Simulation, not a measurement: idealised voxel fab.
Title: Process Module voxel ribs on slabs
FYI the section here is cut, 230 nm wide, cells are 5 nm squares.
Cross-section spec: square-cell grid; bands listed top down; each band is one or more rows.
Read a band's entry like this: the first values are the height of its top and the height of its bottom in nm, and what follows is the sequence of materials from left to right, each with its width in nm. Note that "air" is empty space, and that a single material marked "everywhere" reaches across the band from edge to edge.
Measure heights from 0. That's the level where, below it, the as-received wafer is all one material. The lowest band is bottomless and extends downward; write it as in "0 nm and below".
Width: "30 to 40" (first number = top row, second number = bottom row, same change from row to row of cells).
You'll sometimes find "same as before" written for a step, and that's the way of saying that nowhere in the cross-section did a cell change during that step.
You'll see "Closed void inventory" listing empty spaces that have no way open to the top, as long as they're 8 cells or more; the notation is width x height at distance, where the distance is from the left edge, and all of it is in nm.
What comes after the settings on a step's line is commentary from the simulator itself on that step.
overlay nm: how far to the right of its planned place the mask lay on this masked step (negative: to the left).

Process steps (planned):
1) RECEIVE with material Si
2) DIRECTIONAL_DEP with material SiO2, thk nm 30
3) DIRECTIONAL_DEP with material SiN, thk nm 25
4) DIRECTIONAL_DEP with material aC, thk nm 10
5) PATTERN with tone cover, mask id RIB, material resist, width nm 25, thk nm 25, overlay nm 0
6) DIRECTIONAL_ETCH with etch materials aC, depth nm 10
7) STRIP with etch materials resist
8) DIRECTIONAL_ETCH with etch materials SiN, depth nm 10
9) STRIP with etch materials aC
10) DIRECTIONAL_DEP with material aC, thk nm 15
11) PATTERN with tone cover, mask id SLAB, material resist, width nm 85, thk nm 30, overlay nm 0
12) DIRECTIONAL_ETCH with etch materials aC, depth nm 15
13) STRIP with etch materials resist
14) DIRECTIONAL_ETCH with etch materials SiN, depth nm 15
15) STRIP with etch materials aC
16) FILL_DEP with material SiO2, thk nm 15
17) CMP with height nm 65
18) DIRECTIONAL_DEP with material TiN, thk nm 5
19) PATTERN with tone cover, mask id HEATER, material resist, width nm 35, thk nm 20, overlay nm 0
20) DIRECTIONAL_ETCH with etch materials TiN, depth nm 5
21) STRIP with etch materials resist
22) CONFORMAL_DEP with material SiN, thk nm 10

Incoming wafer in cross-section (state: after step 1):
	0 nm and below: Si everywhere
	Closed void inventory: none

The cross-section shown corresponds to the wafer at the conclusion of the module. The initial structure and the process plan are those presented above; however, one mistake occurred in executing the plan:
	80 nm to 75 nm: air 85, SiN 55, air 90
	75 nm to 70 nm: SiN everywhere
	70 nm to 65 nm: SiN 95, TiN 35, SiN 100
	65 nm to 55 nm: SiO2 everywhere
	55 nm to 45 nm: SiO2 105, SiN 20, SiO2 105
	45 nm to 30 nm: SiO2 70, SiN 85, SiO2 75
	30 nm to 0 nm: SiO2 everywhere
	0 nm and below: Si everywhere
	Closed void inventory: none
Which mistake was made when the wafer was run? step 5 ran with different settings than intended, the actual operation and settings being PATTERN with tone cover, mask id RIB, material resist, width nm 20, thk nm 25, overlay nm 0
